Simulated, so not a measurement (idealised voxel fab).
The following process module bears the name voxel released beams.
It is cross-section cut that appears here, measuring 225 nm in width, its square cells being 5 nm in size.
Think of the cross-section as a grid of square cells. We describe it in bands, top to bottom, and each band covers one or more rows of those cells. Each band's line starts with the height of the band's top and of its bottom, in nm. Then come its materials from left to right, each with its width in nm. One material with "all across" fills the band from edge to edge. "air" is empty space. Heights are measured from 0, the level below which the as-received wafer is all one material; the lowest band has no bottom and continues downward, written as in "from 0 down". Read "30 to 40" as a graded width: first number on top, second number at the bottom, same change between each pair of neighbouring rows. "everything unchanged" for a step: no cell of the cross-section changed in that step. Voids not open to the top, 8 cells minimum: see "Closed internal voids". Written width x height at distance; distance is from the left edge; nm. What comes after the settings on a step's line is commentary from the simulator itself on that step. The optional step-line setting "overlay nm" applies to steps with a mask and quantifies how far to the right of its planned location the mask lay, a negative value indicating leftward placement.
**This section lists the process steps that were planned**
1 op RECEIVE | material Si
2 op CONFORMAL_DEP | material Al2O3 | thk nm 10
3 op DIRECTIONAL_DEP | material SiO2 | thk nm 15
4 op MASKED_ETCH | tone open | mask id ANCHOR | width nm 45 | etch materials SiO2 | depth nm 15 | overlay nm 0
5 op CONFORMAL_DEP | material polySi | thk nm 15
6 op MASKED_ETCH | tone cover | mask id BEAM | width nm 100 | etch materials polySi | depth nm 15 | overlay nm 0
7 op STRIP | etch materials SiO2
**First out of two wafers; run went to plan**
**The cross-section here shows the wafer as received, i.e. in its state after step 1**
* from 0 down | Si all across
* Closed internal voids: none
**Cross-section through the wafer, step 2 finished**
* from 10 to 0 | Al2O3 all across
* Anything lower than 0 is untouched.
**Cross-section through the wafer, step 3 finished**
* from 25 to 10 | SiO2 all across
* Anything lower than 10 is untouched.
**Cross-section through the wafer, step 4 finished**
* from 25 to 10 | 65 SiO2 / 45 air / 115 SiO2
* Anything lower than 10 is untouched.
**Cross-section through the wafer, step 5 finished**
* from 40 to 25 | 80 polySi / 15 air / 130 polySi
* from 25 to 10 | 65 SiO2 / 45 polySi / 115 SiO2
* Anything lower than 10 is untouched.
**Cross-section through the wafer, step 6 finished**
* from 40 to 25 | 60 air / 20 polySi / 15 air / 65 polySi / 65 air
* Anything lower than 25 is untouched.
**Cross-section through the wafer, step 7 finished**
* from 40 to 25 | 60 air / 20 polySi / 15 air / 65 polySi / 65 air
* from 25 to 10 | 65 air / 45 polySi / 115 air
* Anything lower than 10 is untouched.
**Second wafer: same start and same plan as the first, one execution error; identical to the first through step 1**
**Cross-section of the second wafer when, according to plan, step 2 should have finished**
* from 10 to 0 | SiO2 all across
* Anything lower than 0 is untouched.
**Cross-section of the second wafer when, according to plan, step 3 should have finished**
* from 25 to 0 | SiO2 all across
* Anything lower than 0 is untouched.
**Cross-section of the second wafer when, according to plan, step 4 should have finished**
* from 25 to 10 | 65 SiO2 / 45 air / 115 SiO2
* Anything lower than 10 is untouched.
**Cross-section of the second wafer when, according to plan, step 5 should have finished**
* from 40 to 25 | 80 polySi / 15 air / 130 polySi
* from 25 to 10 | 65 SiO2 / 45 polySi / 115 SiO2
* Anything lower than 10 is untouched.
**Cross-section of the second wafer when, according to plan, step 6 should have finished**
* from 40 to 25 | 60 air / 20 polySi / 15 air / 65 polySi / 65 air
* Anything lower than 25 is untouched.
**Cross-section of the second wafer when, according to plan, step 7 should have finished**
* from 0 down | Si all across
What was the processing mistake? not per plan at step 2, really ran op CONFORMAL_DEP | material SiO2 | thk nm 10
Wafer comparison, final, in cells, second relative to first, materials more or fewer: Al2O3: 90 fewer | polySi: 78 fewer
